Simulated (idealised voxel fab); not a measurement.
Module name: voxel self aligned vias (process module)
Section shown: cut. Width: 280 nm. Cell size: 5 nm, square.
Think of the cross-section as a grid of square cells. We describe it in bands, top to bottom, and each band covers one or more rows of those cells.
What a band's entry tells you: where the top is and where the bottom is, as heights in nm, and after that what lies inside, material by material from left to right, each with its width in nm. Empty space is written as the word "air", and a single material marked with the word "throughout" occupies the band from edge to edge.
For the purposes of this specification, 0 denotes the height below which the wafer in its as-received condition is composed wholly of one material, and the lowermost band, lacking a lower limit, extends downward without end, as expressed in "0 -> down".
The expression "30->40" gives the width at the extremes of the band, the first number at its top row of cells and the second at its bottom row, with the width changing by equal amounts from each row to the next in between.
It should be understood that the words "stayed the same", when stated for a given step, signify that the cross-section underwent no change in any of its cells during that step.
The label "Closed-off voids" introduces a list of the empty spaces, 8 cells or larger, that have no open way up to the top; each entry in it reads width x height at distance, where the distance is taken from the left edge and all three are stated in nm.
after a step's settings: what the simulator itself notes on the step
"overlay nm" answers the question of how far to the right of plan the mask lay on a step that has a mask, and when it is negative the answer is to the left.
[plan]
- 1: RECEIVE with material Si
- 2: CONFORMAL_DEP with material SiO2, thk nm 15
- 3: CONFORMAL_DEP with material SiCN, thk nm 5
- 4: DIRECTIONAL_DEP with material SiO2, thk nm 30
- 5: PATTERN with tone open, mask id LINES, material resist, width nm 30, pitch nm 70, thk nm 20, overlay nm 0
- 6: DIRECTIONAL_ETCH with etch materials SiO2, depth nm 30
- 7: STRIP with etch materials resist
- 8: CONFORMAL_DEP with material TiN, thk nm 5
- 9: FILL_DEP with material Ru, thk nm 5
- 10: CMP with height nm 50
- 11: SELECTIVE_ETCH with etch materials W Ru TiN, depth nm 10
- 12: FILL_DEP with material SiN, thk nm 5
- 13: CMP with height nm 50
- 14: DIRECTIONAL_DEP with material SiO2, thk nm 15
- 15: MASKED_ETCH with tone open, mask id VIAS, width nm 50, pitch nm 70, etch materials SiO2, depth nm 15, overlay nm 0
- 16: MASKED_ETCH with tone open, mask id VIAS, width nm 50, pitch nm 70, etch materials SiN, depth nm 10, overlay nm 0
- 17: CONFORMAL_DEP with material TiN, thk nm 5
- 18: FILL_DEP with material Ru, thk nm 5
- 19: CMP with height nm 65
- 20: CONFORMAL_DEP with material SiN, thk nm 5
[Below: the first of two wafers, run as planned]
[Cross-section of the wafer as it came to us, i.e., already through step 1]
0 -> down | Si throughout
Closed-off voids: none
[So this is the wafer cross-section right after step 2]
15 -> 0 | SiO2 throughout
No changes below 0.
[So this is the wafer cross-section right after step 3]
20 -> 15 | SiCN throughout
No changes below 15.
[So this is the wafer cross-section right after step 4]
50 -> 20 | SiO2 throughout
No changes below 20.
[So this is the wafer cross-section right after step 5]
70 -> 50 | resist 55 nm, then air 30 nm, then resist 40 nm, then air 30 nm, then resist 40 nm, then air 30 nm, then resist 55 nm
No changes below 50.
[So this is the wafer cross-section right after step 6]
70 -> 50 | resist 55 nm, then air 30 nm, then resist 40 nm, then air 30 nm, then resist 40 nm, then air 30 nm, then resist 55 nm
50 -> 20 | SiO2 55 nm, then air 30 nm, then SiO2 40 nm, then air 30 nm, then SiO2 40 nm, then air 30 nm, then SiO2 55 nm
No changes below 20.
[So this is the wafer cross-section right after step 7]
50 -> 20 | SiO2 55 nm, then air 30 nm, then SiO2 40 nm, then air 30 nm, then SiO2 40 nm, then air 30 nm, then SiO2 55 nm
No changes below 20.
[So this is the wafer cross-section right after step 8]
55 -> 50 | TiN 60 nm, then air 20 nm, then TiN 50 nm, then air 20 nm, then TiN 50 nm, then air 20 nm, then TiN 60 nm
50 -> 25 | SiO2 55 nm, then TiN 5 nm, then air 20 nm, then TiN 5 nm, then SiO2 40 nm, then TiN 5 nm, then air 20 nm, then TiN 5 nm, then SiO2 40 nm, then TiN 5 nm, then air 20 nm, then TiN 5 nm, then SiO2 55 nm
25 -> 20 | SiO2 55 nm, then TiN 30 nm, then SiO2 40 nm, then TiN 30 nm, then SiO2 40 nm, then TiN 30 nm, then SiO2 55 nm
No changes below 20.
[So this is the wafer cross-section right after step 9]
60 -> 55 | Ru throughout
55 -> 50 | TiN 60 nm, then Ru 20 nm, then TiN 50 nm, then Ru 20 nm, then TiN 50 nm, then Ru 20 nm, then TiN 60 nm
50 -> 25 | SiO2 55 nm, then TiN 5 nm, then Ru 20 nm, then TiN 5 nm, then SiO2 40 nm, then TiN 5 nm, then Ru 20 nm, then TiN 5 nm, then SiO2 40 nm, then TiN 5 nm, then Ru 20 nm, then TiN 5 nm, then SiO2 55 nm
No changes below 25.
[So this is the wafer cross-section right after step 10]
50 -> 25 | SiO2 55 nm, then TiN 5 nm, then Ru 20 nm, then TiN 5 nm, then SiO2 40 nm, then TiN 5 nm, then Ru 20 nm, then TiN 5 nm, then SiO2 40 nm, then TiN 5 nm, then Ru 20 nm, then TiN 5 nm, then SiO2 55 nm
No changes below 25.
[So this is the wafer cross-section right after step 11]
50 -> 40 | SiO2 55 nm, then air 30 nm, then SiO2 40 nm, then air 30 nm, then SiO2 40 nm, then air 30 nm, then SiO2 55 nm
No changes below 40.
[So this is the wafer cross-section right after step 12]
55 -> 50 | SiN throughout
50 -> 40 | SiO2 55 nm, then SiN 30 nm, then SiO2 40 nm, then SiN 30 nm, then SiO2 40 nm, then SiN 30 nm, then SiO2 55 nm
No changes below 40.
[So this is the wafer cross-section right after step 13]
50 -> 40 | SiO2 55 nm, then SiN 30 nm, then SiO2 40 nm, then SiN 30 nm, then SiO2 40 nm, then SiN 30 nm, then SiO2 55 nm
No changes below 40.
[So this is the wafer cross-section right after step 14]
65 -> 50 | SiO2 throughout
No changes below 50.
[So this is the wafer cross-section right after step 15]
65 -> 50 | SiO2 45 nm, then air 50 nm, then SiO2 20 nm, then air 50 nm, then SiO2 20 nm, then air 50 nm, then SiO2 45 nm
No changes below 50.
[So this is the wafer cross-section right after step 16]
65 -> 50 | SiO2 45 nm, then air 50 nm, then SiO2 20 nm, then air 50 nm, then SiO2 20 nm, then air 50 nm, then SiO2 45 nm
50 -> 40 | SiO2 55 nm, then air 30 nm, then SiO2 40 nm, then air 30 nm, then SiO2 40 nm, then air 30 nm, then SiO2 55 nm
No changes below 40.
[So this is the wafer cross-section right after step 17]
70 -> 65 | TiN 50 nm, then air 40 nm, then TiN 30 nm, then air 40 nm, then TiN 30 nm, then air 40 nm, then TiN 50 nm
65 -> 55 | SiO2 45 nm, then TiN 5 nm, then air 40 nm, then TiN 5 nm, then SiO2 20 nm, then TiN 5 nm, then air 40 nm, then TiN 5 nm, then SiO2 20 nm, then TiN 5 nm, then air 40 nm, then TiN 5 nm, then SiO2 45 nm
55 -> 45 | SiO2 45->55 nm, then TiN 15->5 nm, then air 20 nm, then TiN 15->5 nm, then SiO2 20->40 nm, then TiN 15->5 nm, then air 20 nm, then TiN 15->5 nm, then SiO2 20->40 nm, then TiN 15->5 nm, then air 20 nm, then TiN 15->5 nm, then SiO2 45->55 nm
45 -> 40 | SiO2 55 nm, then TiN 30 nm, then SiO2 40 nm, then TiN 30 nm, then SiO2 40 nm, then TiN 30 nm, then SiO2 55 nm
No changes below 40.
[So this is the wafer cross-section right after step 18]
75 -> 70 | Ru throughout
70 -> 65 | TiN 50 nm, then Ru 40 nm, then TiN 30 nm, then Ru 40 nm, then TiN 30 nm, then Ru 40 nm, then TiN 50 nm
65 -> 55 | SiO2 45 nm, then TiN 5 nm, then Ru 40 nm, then TiN 5 nm, then SiO2 20 nm, then TiN 5 nm, then Ru 40 nm, then TiN 5 nm, then SiO2 20 nm, then TiN 5 nm, then Ru 40 nm, then TiN 5 nm, then SiO2 45 nm
55 -> 45 | SiO2 45->55 nm, then TiN 15->5 nm, then Ru 20 nm, then TiN 15->5 nm, then SiO2 20->40 nm, then TiN 15->5 nm, then Ru 20 nm, then TiN 15->5 nm, then SiO2 20->40 nm, then TiN 15->5 nm, then Ru 20 nm, then TiN 15->5 nm, then SiO2 45->55 nm
No changes below 45.
[So this is the wafer cross-section right after step 19]
65 -> 55 | SiO2 45 nm, then TiN 5 nm, then Ru 40 nm, then TiN 5 nm, then SiO2 20 nm, then TiN 5 nm, then Ru 40 nm, then TiN 5 nm, then SiO2 20 nm, then TiN 5 nm, then Ru 40 nm, then TiN 5 nm, then SiO2 45 nm
No changes below 55.
[So this is the wafer cross-section right after step 20]
70 -> 65 | SiN throughout
No changes below 65.
[Second of two: same start, same plan, one run error; steps up to and including 14 match the first]
[Second wafer at the planned finish of step 15, seen in cross-section]
65 -> 50 | SiO2 45 nm, then air 50 nm, then SiO2 20 nm, then air 50 nm, then SiO2 20 nm, then air 50 nm, then SiO2 45 nm
50 -> 40 | SiO2 45 nm, then air 10 nm, then SiN 30 nm, then air 10 nm, then SiO2 20 nm, then air 10 nm, then SiN 30 nm, then air 10 nm, then SiO2 20 nm, then air 10 nm, then SiN 30 nm, then air 10 nm, then SiO2 45 nm
No changes below 40.
[Second wafer at the planned finish of step 16, seen in cross-section]
65 -> 40 | SiO2 45 nm, then air 50 nm, then SiO2 20 nm, then air 50 nm, then SiO2 20 nm, then air 50 nm, then SiO2 45 nm
No changes below 40.
[Second wafer at the planned finish of step 17, seen in cross-section]
70 -> 65 | TiN 50 nm, then air 40 nm, then TiN 30 nm, then air 40 nm, then TiN 30 nm, then air 40 nm, then TiN 50 nm
65 -> 45 | SiO2 45 nm, then TiN 5 nm, then air 40 nm, then TiN 5 nm, then SiO2 20 nm, then TiN 5 nm, then air 40 nm, then TiN 5 nm, then SiO2 20 nm, then TiN 5 nm, then air 40 nm, then TiN 5 nm, then SiO2 45 nm
45 -> 40 | SiO2 45 nm, then TiN 50 nm, then SiO2 20 nm, then TiN 50 nm, then SiO2 20 nm, then TiN 50 nm, then SiO2 45 nm
No changes below 40.
[Second wafer at the planned finish of step 18, seen in cross-section]
75 -> 70 | Ru throughout
70 -> 65 | TiN 50 nm, then Ru 40 nm, then TiN 30 nm, then Ru 40 nm, then TiN 30 nm, then Ru 40 nm, then TiN 50 nm
65 -> 45 | SiO2 45 nm, then TiN 5 nm, then Ru 40 nm, then TiN 5 nm, then SiO2 20 nm, then TiN 5 nm, then Ru 40 nm, then TiN 5 nm, then SiO2 20 nm, then TiN 5 nm, then Ru 40 nm, then TiN 5 nm, then SiO2 45 nm
No changes below 45.
[Second wafer at the planned finish of step 19, seen in cross-section]
65 -> 45 | SiO2 45 nm, then TiN 5 nm, then Ru 40 nm, then TiN 5 nm, then SiO2 20 nm, then TiN 5 nm, then Ru 40 nm, then TiN 5 nm, then SiO2 20 nm, then TiN 5 nm, then Ru 40 nm, then TiN 5 nm, then SiO2 45 nm
No changes below 45.
[Second wafer at the planned finish of step 20, seen in cross-section]
70 -> 65 | SiN throughout
No changes below 65.
Diagnosis: off-plan run, step 15, actual operation and settings MASKED_ETCH with tone open, mask id VIAS, width nm 50, pitch nm 70, etch materials SiO2, depth nm 25, overlay nm 0
The closing comparison, in cells, has the second wafer with more or fewer of some materials than the first: +24 Ru | -24 SiO2
